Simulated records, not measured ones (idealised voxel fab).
Process module in this document: voxel capacitor over wiring
We display cut, a cross-section 230 nm in width whose square cells are each 5 nm.
If you're reading a cross-section in this doc, picture square cells in a grid; it comes to you as bands, top ones listed first down to the bottom, and a band can be one or more rows of cells.
The entry gives the band's vertical extent as a top height and a bottom height in nm, then its horizontal make-up as materials from left to right, each with a width in nm. "air" stands for empty space; a single material marked "throughout" fills the band edge to edge.
Heights are reckoned from 0. Under this level, the received wafer is all of one material. The bottommost band is open-ended downward, for example "z 0 and below".
A two-number width, for instance "30->40", indicates that the width is equal to the first number in the top row of the band and to the second number in the bottom row, and that it changes by a constant amount per row of cells.
The designation "no alteration", where it is given for a processing step, indicates that no cell of the cross-section was altered in the course of that step.
Sealed void inventory: empty space of 8 cells or more with no open way to the top, each as width x height at its distance from the left edge, in nm
Anything after a step's settings on that line? It's the simulator's own note about the step.
overlay nm: on a step with a mask, how far right of its planned place the mask lay; negative means left.
The process steps that were planned are listed below
- 1: RECEIVE: material Si
- 2: CONFORMAL_DEP: material SiO2, thk nm 10
- 3: CONFORMAL_DEP: material SiCN, thk nm 5
- 4: DIRECTIONAL_DEP: material SiO2, thk nm 20
- 5: DIRECTIONAL_DEP: material aC, thk nm 15
- 6: PATTERN: tone open, mask id METAL_1, material resist, width nm 30, pitch nm 95, thk nm 35, overlay nm 0
- 7: DIRECTIONAL_ETCH: etch materials aC, depth nm 15
- 8: STRIP: etch materials resist
- 9: DIRECTIONAL_ETCH: etch materials SiO2, depth nm 20
- 10: DIRECTIONAL_ETCH: etch materials SiCN, depth nm 5
- 11: STRIP: etch materials aC
- 12: CONFORMAL_DEP: material TiN, thk nm 5
- 13: FILL_DEP: material Ru, thk nm 5
- 14: CMP: height nm 35
- 15: CONFORMAL_DEP: material SiCN, thk nm 5
- 16: DIRECTIONAL_DEP: material lowk, thk nm 15
- 17: DIRECTIONAL_DEP: material aC, thk nm 10
- 18: PATTERN: tone open, mask id PLUG_1, material resist, width nm 15, thk nm 30, overlay nm 0
- 19: DIRECTIONAL_ETCH: etch materials aC, depth nm 10
- 20: STRIP: etch materials resist
- 21: DIRECTIONAL_ETCH: etch materials lowk, depth nm 15
- 22: DIRECTIONAL_ETCH: etch materials SiCN, depth nm 5
- 23: STRIP: etch materials aC
- 24: EPI: material Ru, thk nm 10
- 25: EPI: material Ru, thk nm 10
- 26: DIRECTIONAL_DEP: material TiN, thk nm 10
- 27: DIRECTIONAL_DEP: material SiN, thk nm 5
- 28: DIRECTIONAL_DEP: material TiN, thk nm 10
- 29: MASKED_ETCH: tone cover, mask id UPPER_PLATE, width nm 70, etch materials TiN, depth nm 10, overlay nm 0
- 30: MASKED_ETCH: tone cover, mask id UPPER_PLATE, width nm 60, etch materials SiN, depth nm 5, overlay nm 0
- 31: DIRECTIONAL_DEP: material aC, thk nm 10
- 32: PATTERN: tone cover, mask id LOWER_PLATE, material resist, width nm 80, thk nm 25, overlay nm 0
- 33: DIRECTIONAL_ETCH: etch materials aC, depth nm 10
- 34: STRIP: etch materials resist
- 35: DIRECTIONAL_ETCH: etch materials TiN, depth nm 10
- 36: STRIP: etch materials aC
- 37: FILL_DEP: material SiO2, thk nm 15
- 38: CMP: height nm 90
- 39: DIRECTIONAL_DEP: material aC, thk nm 15
- 40: PATTERN: tone open, mask id PLUG_2, material resist, width nm 15, thk nm 35, overlay nm 0
- 41: DIRECTIONAL_ETCH: etch materials aC, depth nm 15
- 42: STRIP: etch materials resist
- 43: DIRECTIONAL_ETCH: etch materials SiO2, depth nm 10
- 44: STRIP: etch materials aC
- 45: CONFORMAL_DEP: material TiN, thk nm 5
- 46: FILL_DEP: material W, thk nm 5
- 47: CMP: height nm 90
- 48: CONFORMAL_DEP: material SiN, thk nm 5
Same starting wafers, different width nm at step 30. Plan value belongs to the first wafer.
Cross-sectional view of the first of several wafers in the as-received condition, corresponding to the state following step 1
    z 0 and below: Si throughout
    Sealed void inventory: none
First wafer of several, cross-section, module end, after step 48 (last)
    z 95 to 90: SiN throughout
    z 90 to 85: 75 SiO2, 5 TiN, 5 W, 5 TiN, 140 SiO2
    z 85 to 80: 75 SiO2, 15 TiN, 140 SiO2
    z 80 to 70: 65 SiO2, 70 TiN, 95 SiO2
    z 70 to 65: 65 SiO2, 70 SiN, 95 SiO2
    z 65 to 55: 60 SiO2, 80 TiN, 90 SiO2
    z 55 to 40: 65 lowk, 15 Ru, 150 lowk
    z 40 to 35: 65 SiCN, 15 Ru, 150 SiCN
    z 35 to 15: 50 SiO2, 5 TiN, 20 Ru, 5 TiN, 65 SiO2, 5 TiN, 20 Ru, 5 TiN, 55 SiO2
    z 15 to 10: 50 SiCN, 30 TiN, 65 SiCN, 30 TiN, 55 SiCN
    z 10 to 0: SiO2 throughout
    z 0 and below: Si throughout
    Sealed void inventory: none
Cross-section of the final wafer among several, taken at the end of the module
    z 95 to 90: SiN throughout
    z 90 to 85: 75 SiO2, 5 TiN, 5 W, 5 TiN, 140 SiO2
    z 85 to 80: 75 SiO2, 15 TiN, 140 SiO2
    z 80 to 70: 65 SiO2, 70 TiN, 95 SiO2
    z 70 to 65: 60 SiO2, 85 SiN, 85 SiO2
    z 65 to 55: 60 SiO2, 85 TiN, 85 SiO2
    z 55 to 40: 65 lowk, 15 Ru, 150 lowk
    z 40 to 35: 65 SiCN, 15 Ru, 150 SiCN
    z 35 to 15: 50 SiO2, 5 TiN, 20 Ru, 5 TiN, 65 SiO2, 5 TiN, 20 Ru, 5 TiN, 55 SiO2
    z 15 to 10: 50 SiCN, 30 TiN, 65 SiCN, 30 TiN, 55 SiCN
    z 10 to 0: SiO2 throughout
    z 0 and below: Si throughout
    Sealed void inventory: none
The rows of the table below are wafers. Looking at the end of the module, a row counts, for every material, the cells the wafer has gained, shown as (+), or lost, shown as (-), since it was received; its closed voids come next
width nm 60; +44 Ru; +77 SiCN; +60 SiN; +470 SiO2; +93 TiN; +1 W; +129 lowk; Sealed void inventory: none
width nm 65; +44 Ru; +77 SiCN; +60 SiN; +470 SiO2; +93 TiN; +1 W; +129 lowk; Sealed void inventory: none
width nm 70; +44 Ru; +77 SiCN; +60 SiN; +470 SiO2; +93 TiN; +1 W; +129 lowk; Sealed void inventory: none
width nm 75; +44 Ru; +77 SiCN; +61 SiN; +469 SiO2; +93 TiN; +1 W; +129 lowk; Sealed void inventory: none
width nm 80; +44 Ru; +77 SiCN; +62 SiN; +468 SiO2; +93 TiN; +1 W; +129 lowk; Sealed void inventory: none
width nm 85; +44 Ru; +77 SiCN; +63 SiN; +465 SiO2; +95 TiN; +1 W; +129 lowk; Sealed void inventory: none
